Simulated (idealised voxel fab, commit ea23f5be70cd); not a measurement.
Presented below is a process module, voxel trench capacitor.
Pictured: cross-section cut, 225 nm wide, on a grid of 5 nm square cells.
A cross-section is a grid of square cells, given in bands from the top down. A band is one or more rows of cells. For a band, the entry starts with two heights in nm, that of the top and then that of the bottom, and carries on with the band's materials in order from left to right, each alongside its width in nm; the word "full width" beside a single material means it fills the band edge to edge, and "air" means empty space. A quick word on heights: they are counted from 0, and under that level the wafer as it came to us is one material throughout. The lowest band is different from the rest in having no bottom; it simply continues downward, written as in "0 and below". It should be noted that a width expressed as "30..40" varies in equal increments from row to row of cells within the band, taking the value of the first number at the top row and that of the second number at the bottom row. The cross-section has no changed cell in any step marked "no modification". Each empty space that has no open way to the top and spans at least 8 cells appears under "Enclosed void catalog" as width x height at distance, the distance counted from the left edge, all in nm. If you see something after the settings on a step's line, that's the simulator's own remark about that step. "overlay nm" on a masked step: distance the mask lay right of its planned place, negative for left.
Here's what the planned process steps look like
1. RECEIVE with material Si
2. CONFORMAL_DEP with material SiN, thk nm 10
3. PATTERN with tone open, mask id TRENCH, material resist, width nm 25, pitch nm 50, thk nm 20, overlay nm 0
4. DIRECTIONAL_ETCH with etch materials SiN, depth nm 10
5. DIRECTIONAL_ETCH with etch materials Si, depth nm 30
6. STRIP with etch materials resist
7. CONFORMAL_DEP with material Al2O3, thk nm 5
8. FILL_DEP with material polySi, thk nm 10
9. CMP with height nm 10
As-received wafer cross-section (after step 1)
> 0 and below: Si full width
> Enclosed void catalog: none
Cross-sectional view of the first of the two wafers upon completion of the module, processed in accordance with the plan
> 10 down to 0: 50 SiN, then 5 Al2O3, then 15 polySi, then 5 Al2O3, then 25 SiN, then 5 Al2O3, then 15 polySi, then 5 Al2O3, then 25 SiN, then 5 Al2O3, then 15 polySi, then 5 Al2O3, then 50 SiN
> 0 down to -25: 50 Si, then 5 Al2O3, then 15 polySi, then 5 Al2O3, then 25 Si, then 5 Al2O3, then 15 polySi, then 5 Al2O3, then 25 Si, then 5 Al2O3, then 15 polySi, then 5 Al2O3, then 50 Si
> -25 down to -30: 50 Si, then 25 Al2O3, then 25 Si, then 25 Al2O3, then 25 Si, then 25 Al2O3, then 50 Si
> -30 and below: Si full width
> Enclosed void catalog: none
Second wafer of the two, sectioned at the end of the module. It began like the first and followed the same plan, but one mistake was made while running it
> 5 down to 0: 50 SiN, then 5 Al2O3, then 15 polySi, then 5 Al2O3, then 25 SiN, then 5 Al2O3, then 15 polySi, then 5 Al2O3, then 25 SiN, then 5 Al2O3, then 15 polySi, then 5 Al2O3, then 50 SiN
> 0 down to -25: 50 Si, then 5 Al2O3, then 15 polySi, then 5 Al2O3, then 25 Si, then 5 Al2O3, then 15 polySi, then 5 Al2O3, then 25 Si, then 5 Al2O3, then 15 polySi, then 5 Al2O3, then 50 Si
> -25 down to -30: 50 Si, then 25 Al2O3, then 25 Si, then 25 Al2O3, then 25 Si, then 25 Al2O3, then 50 Si
> -30 and below: Si full width
> Enclosed void catalog: none
Processing error: note that step 9 departed from the planned setting and was carried out as CMP with height nm 5
End check, counted in cells, second wafer has more or fewer of these materials than the first: -6 Al2O3 | -30 SiN | -9 polySi
